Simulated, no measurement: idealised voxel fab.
voxel air gaps: a process module
The figure presents cross-section cut, which has a width of 210 nm and is divided into square cells with an edge length of 5 nm.
The cross-sections in this document take the form of a grid made of square cells. They are written out as bands, in order from top to bottom. Each band consists of one or more rows of cells. It is stipulated that each band's entry specify, in nanometres, the height of the top of the band and then that of its bottom, followed by the materials of the band in left-to-right sequence, each together with its width in nanometres. A single material marked by the word "full width" is understood to fill the band from edge to edge; the word "blank" is understood to denote empty space. It should be noted that heights are counted from 0, beneath which the wafer as supplied is of one material throughout, and that the lowest band possesses no lower boundary but continues downward, as written in "top 0, no bottom". Width spec "30..40" -> top row of cells at first value, bottom row at second value, equal per-row change in between. You'll sometimes find "no modification" written for a step, and that's the way of saying that nowhere in the cross-section did a cell change during that step. If an empty space has no open way to the top and is at least 8 cells in size, "Closed-off voids" lists it, written width x height at distance, where distance is measured from the left edge and every value is in nm. What comes after the settings on a step's line is commentary from the simulator itself on that step. overlay nm: mask offset rightward from planned place, masked step; negative means leftward offset.
## The following list gives the planned process steps
- 1: RECEIVE, material Si
- 2: CONFORMAL_DEP, material SiO2, thk nm 10
- 3: CONFORMAL_DEP, material SiCN, thk nm 5
- 4: DIRECTIONAL_DEP, material lowk, thk nm 35
- 5: DIRECTIONAL_DEP, material aC, thk nm 15
- 6: PATTERN, tone open, mask id LINES, material resist, width nm 15, pitch nm 45, thk nm 35, overlay nm 0
- 7: DIRECTIONAL_ETCH, etch materials aC, depth nm 15
- 8: STRIP, etch materials resist
- 9: DIRECTIONAL_ETCH, etch materials lowk, depth nm 35
- 10: STRIP, etch materials aC
- 11: CONFORMAL_DEP, material TiN, thk nm 5
- 12: FILL_DEP, material W, thk nm 10
- 13: CMP, height nm 50
- 14: EPI, material Ru, thk nm 10
- 15: SELECTIVE_ETCH, etch materials lowk, depth nm 45
- 16: CONFORMAL_DEP, material SiCN, thk nm 5
## Here's what the wafer looked like in cross-section when it arrived - that's after step 1
* top 0, no bottom  Si full width
* Closed-off voids: none
## Wafer cross-section at end of module: start and plan as shown above, one execution error
* top 65, bottom 60  blank 35 | SiCN 135 | blank 40
* top 60, bottom 50  blank 35 | SiCN 5 | Ru 35 | SiCN 10 | Ru 35 | SiCN 10 | Ru 35 | SiCN 5 | blank 40
* top 50, bottom 20  blank 35 | SiCN 5 | Ru 10 | TiN 5 | W 5 | TiN 5 | Ru 10 | SiCN 10 | Ru 10 | TiN 5 | W 5 | TiN 5 | Ru 10 | SiCN 10 | Ru 10 | TiN 5 | W 5 | TiN 5 | Ru 10 | SiCN 5 | blank 40
* top 20, bottom 15  SiCN 40 | Ru 10 | TiN 15 | Ru 10 | SiCN 10 | Ru 10 | TiN 15 | Ru 10 | SiCN 10 | Ru 10 | TiN 15 | Ru 10 | SiCN 45
* top 15, bottom 10  SiCN full width
* top 10, bottom 0  SiO2 full width
* top 0, no bottom  Si full width
* Closed-off voids: none
What went wrong in running the wafer? step 15 occupied the plan position of step 14, and the converse holds as well
